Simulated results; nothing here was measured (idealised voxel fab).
Herein follows the process module entitled voxel self aligned vias.
Cross-section cut spans 145 nm and uses square cells 5 nm in size.
Bands, listed from the top down, are how a cross-section gets written in this document; the cross-section itself is a grid of square cells, and a band is one or more rows of them.
Band: top and bottom heights (nm) first, top before bottom; then materials from left to right, widths in nm. "full width" marks a sole material filling the band edge to edge. "air" denotes empty space.
All heights in this document are referenced to 0, defined as the level beneath which the wafer, as received, consists entirely of one material. The lowest band is not bounded below; it extends indefinitely downward and is written in the form "0 -> down".
Quick explanation for "30..40": the width changes in equal steps down the rows of cells, from the first number in the band's top row to the second number in its bottom row.
"stayed the same", as given for a step, is the statement that not any cell of the cross-section underwent a change during that step.
"Sealed void listing" enumerates empty spaces isolated from the top, with no open way to it, that contain at least 8 cells, giving each as width x height at distance from the left edge, all three in nm.
It should be noted that, on the line of a given step, the content following the step's settings is a remark produced by the simulator itself with respect to that step.
overlay nm: step with mask; distance mask lay right of planned place; negative value = left of planned place.

PROCESS STEPS FORESEEN IN THE PLAN
1: RECEIVE [material Si]
2: CONFORMAL_DEP [material SiO2] [thk nm 10]
3: CONFORMAL_DEP [material SiCN] [thk nm 5]
4: DIRECTIONAL_DEP [material SiO2] [thk nm 30]
5: MASKED_ETCH [tone open] [mask id LINES] [width nm 30] [pitch nm 55] [etch materials SiO2] [depth nm 30] [overlay nm 0]
6: CONFORMAL_DEP [material TiN] [thk nm 5]
7: FILL_DEP [material W] [thk nm 5]
8: CMP [height nm 45]
9: SELECTIVE_ETCH [etch materials W Ru TiN] [depth nm 5]
10: FILL_DEP [material SiN] [thk nm 5]
11: CMP [height nm 45]
12: DIRECTIONAL_DEP [material SiO2] [thk nm 15]
13: MASKED_ETCH [tone open] [mask id VIAS] [width nm 40] [etch materials SiO2] [depth nm 15] [overlay nm 0]
14: MASKED_ETCH [tone open] [mask id VIAS] [width nm 40] [etch materials SiN] [depth nm 5] [overlay nm 0]
15: CONFORMAL_DEP [material TiN] [thk nm 5]
16: FILL_DEP [material Ru] [thk nm 5]
17: CMP [height nm 60]
18: CONFORMAL_DEP [material SiN] [thk nm 5]

DELIVERED WAFER IN CROSS-SECTION: STATE AFTER STEP 1
    0 -> down = Si full width
    Sealed void listing: none

THE FOLLOWING CROSS-SECTION DEPICTS THE WAFER UPON CONCLUSION OF THE MODULE. PROCESSING COMMENCED FROM THE STARTING CONDITION ILLUSTRATED ABOVE AND ADHERED TO THE PLAN ILLUSTRATED ABOVE, SAVE FOR ONE MISTAKE IN EXECUTION
    65 -> 60 = SiN full width
    60 -> 50 = 20 nm Ru, then 5 nm TiN, then 40 nm SiO2, then 5 nm TiN, then 75 nm Ru
    50 -> 45 = 25 nm TiN, then 40 nm SiO2, then 80 nm TiN
    45 -> 40 = 30 nm SiO2, then 30 nm SiN, then 25 nm SiO2, then 30 nm SiN, then 30 nm SiO2
    40 -> 20 = 30 nm SiO2, then 5 nm TiN, then 20 nm W, then 5 nm TiN, then 25 nm SiO2, then 5 nm TiN, then 20 nm W, then 5 nm TiN, then 30 nm SiO2
    20 -> 15 = 30 nm SiO2, then 30 nm TiN, then 25 nm SiO2, then 30 nm TiN, then 30 nm SiO2
    15 -> 10 = SiCN full width
    10 -> 0 = SiO2 full width
    0 -> down = Si full width
    Sealed void listing: none
What went wrong in running the wafer? step 13 went in with a setting other than planned; the actual run was MASKED_ETCH [tone cover] [mask id VIAS] [width nm 40] [etch materials SiO2] [depth nm 15] [overlay nm 0]
